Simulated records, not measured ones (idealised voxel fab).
Process module under the name voxel ribs on slabs
This is section cut - it's 185 nm across, gridded in 5 nm square cells.
A cross-section in this document is a grid of square cells, and it is written down as bands, the top band listed before the ones below it; a band is made up of one or more rows of cells. Top height, bottom height, nm. Materials left to right, width each, nm. Single material + "edge to edge" = fills band edge to edge. "empty" = empty. For the purposes of this specification, 0 denotes the height below which the wafer in its as-received condition is composed wholly of one material, and the lowermost band, lacking a lower limit, extends downward without end, as expressed in "from 0 down". Per-row width for "30->40": begins at first number (top row of band), ends at second number (bottom row), increment between rows held constant. Reading "remains unaltered" for a step: not a cell of the cross-section changed in it. Entry "Closed voids list". Content: empty spaces with no open connection to the top, size 8 cells or greater. Each: width x height at distance. Distance: from left edge. Unit: nm. Past the settings on a step's line: simulator remark, on that step. On any step carrying a mask, the "overlay nm" setting, if present on the step's line, tells how far right of its planned place the mask lay; negative values point to the left.

The process steps that were planned are listed below:
- 1: RECEIVE (material Si)
- 2: DIRECTIONAL_DEP (material SiO2; thk nm 25)
- 3: DIRECTIONAL_DEP (material polySi; thk nm 15)
- 4: PATTERN (tone cover; mask id RIB; material resist; width nm 15; thk nm 20; overlay nm 0)
- 5: DIRECTIONAL_ETCH (etch materials polySi; depth nm 5)
- 6: STRIP (etch materials resist)
- 7: PATTERN (tone cover; mask id SLAB; material resist; width nm 55; thk nm 20; overlay nm 0)
- 8: DIRECTIONAL_ETCH (etch materials polySi; depth nm 10)
- 9: STRIP (etch materials resist)
- 10: FILL_DEP (material SiO2; thk nm 20)
- 11: CMP (height nm 50)
- 12: DIRECTIONAL_DEP (material TiN; thk nm 5)
- 13: PATTERN (tone cover; mask id HEATER; material resist; width nm 25; thk nm 20; overlay nm 0)
- 14: DIRECTIONAL_ETCH (etch materials TiN; depth nm 5)
- 15: STRIP (etch materials resist)
- 16: CONFORMAL_DEP (material SiO2; thk nm 5)

Wafer cross-section on receipt, i.e. after step 1:
- from 0 down: Si edge to edge
- Closed voids list: none

Same starting wafer, same plan as above, one mistake in the execution; this is the cross-section at the end of the module:
- from 60 to 55: empty 85 nm; SiO2 35 nm; empty 65 nm
- from 55 to 50: SiO2 90 nm; TiN 25 nm; SiO2 70 nm
- from 50 to 40: SiO2 edge to edge
- from 40 to 35: SiO2 85 nm; polySi 15 nm; SiO2 85 nm
- from 35 to 25: SiO2 65 nm; polySi 55 nm; SiO2 65 nm
- from 25 to 0: SiO2 edge to edge
- from 0 down: Si edge to edge
- Closed voids list: none
Nonconformance to the process plan: step 13 changed vs plan, executed as PATTERN (tone cover; mask id HEATER; material resist; width nm 25; thk nm 20; overlay nm 10)
